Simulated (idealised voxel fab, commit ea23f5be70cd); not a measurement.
Process module heading - voxel self aligned vias
Each square cell in cross-section cut measures 5 nm, and the section as a whole is 205 nm wide.
A cross-section is written here as square cells arranged in a grid, and it is given in bands from the top down, each band taking up one or more rows of cells. Heads up on the band format: heights come first, top then bottom, in nm. After that it's the materials left to right, each with its width in nm. A single material flagged "throughout" fills the whole band edge to edge, and "air" means there's empty space there. Basically, 0 is our baseline, since under it the wafer straight out of the box is all one material. The bottom band has no lower end and keeps on going down, so it looks like "0 and below". When a width is written as two numbers, as in "30->40", the first number is the width in the top row of cells of the band and the second is the width in its bottom row, and the width changes by the same amount from each row to the next. Step note "no alteration" = no cross-section cell changed. Entry "Enclosed voids". Content: empty spaces with no open connection to the top, size 8 cells or greater. Each: width x height at distance. Distance: from left edge. Unit: nm. Where a step's line continues beyond its settings, the continuation is a remark by the simulator itself on that step. What "overlay nm" on a step's line means: if the step has a mask, that mask lay this far to the right of its planned place, or, when the value is negative, to the left.

### The steps planned for the process are as follows
| 1 | RECEIVE: material Si |
| 2 | CONFORMAL_DEP: material SiO2, thk nm 15 |
| 3 | CONFORMAL_DEP: material SiCN, thk nm 5 |
| 4 | DIRECTIONAL_DEP: material SiO2, thk nm 20 |
| 5 | PATTERN: tone open, mask id LINES, material resist, width nm 25, pitch nm 60, thk nm 20, overlay nm 0 |
| 6 | DIRECTIONAL_ETCH: etch materials SiO2, depth nm 20 |
| 7 | STRIP: etch materials resist |
| 8 | CONFORMAL_DEP: material TiN, thk nm 5 |
| 9 | FILL_DEP: material Ru, thk nm 5 |
| 10 | CMP: height nm 40 |
| 11 | SELECTIVE_ETCH: etch materials W Ru TiN, depth nm 5 |
| 12 | FILL_DEP: material SiN, thk nm 5 |
| 13 | CMP: height nm 40 |
| 14 | DIRECTIONAL_DEP: material SiO2, thk nm 15 |
| 15 | MASKED_ETCH: tone open, mask id VIAS, width nm 45, pitch nm 60, etch materials SiO2, depth nm 15, overlay nm 0 |
| 16 | MASKED_ETCH: tone open, mask id VIAS, width nm 45, pitch nm 60, etch materials SiN, depth nm 5, overlay nm 0 |
| 17 | CONFORMAL_DEP: material TiN, thk nm 5 |
| 18 | FILL_DEP: material W, thk nm 5 |
| 19 | CMP: height nm 55 |
| 20 | CONFORMAL_DEP: material SiN, thk nm 5 |

### Wafer at receipt (post step 1), cross-section
* 0 and below | Si throughout
* Enclosed voids: none

### The following cross-section depicts the wafer upon conclusion of the module. Processing commenced from the starting condition illustrated above and adhered to the plan illustrated above, save for one mistake in execution
* 60 down to 55 | SiN throughout
* 55 down to 40 | SiO2 20 / TiN 5 / W 35 / TiN 5 / SiO2 15 / TiN 5 / W 35 / TiN 5 / SiO2 15 / TiN 5 / W 35 / TiN 5 / SiO2 20
* 40 down to 35 | SiO2 20 / TiN 45 / SiO2 15 / TiN 45 / SiO2 15 / TiN 45 / SiO2 20
* 35 down to 25 | SiO2 20->30 / TiN 15->5 / Ru 15 / TiN 15->5 / SiO2 15->35 / TiN 15->5 / Ru 15 / TiN 15->5 / SiO2 15->35 / TiN 15->5 / Ru 15 / TiN 15->5 / SiO2 20->30
* 25 down to 20 | SiO2 30 / TiN 25 / SiO2 35 / TiN 25 / SiO2 35 / TiN 25 / SiO2 30
* 20 down to 15 | SiCN throughout
* 15 down to 0 | SiO2 throughout
* 0 and below | Si throughout
* Enclosed voids: none
Want to know what went wrong? step 15, actual vs plan mismatch, actual run MASKED_ETCH: tone open, mask id VIAS, width nm 45, pitch nm 60, etch materials SiO2, depth nm 25, overlay nm 0
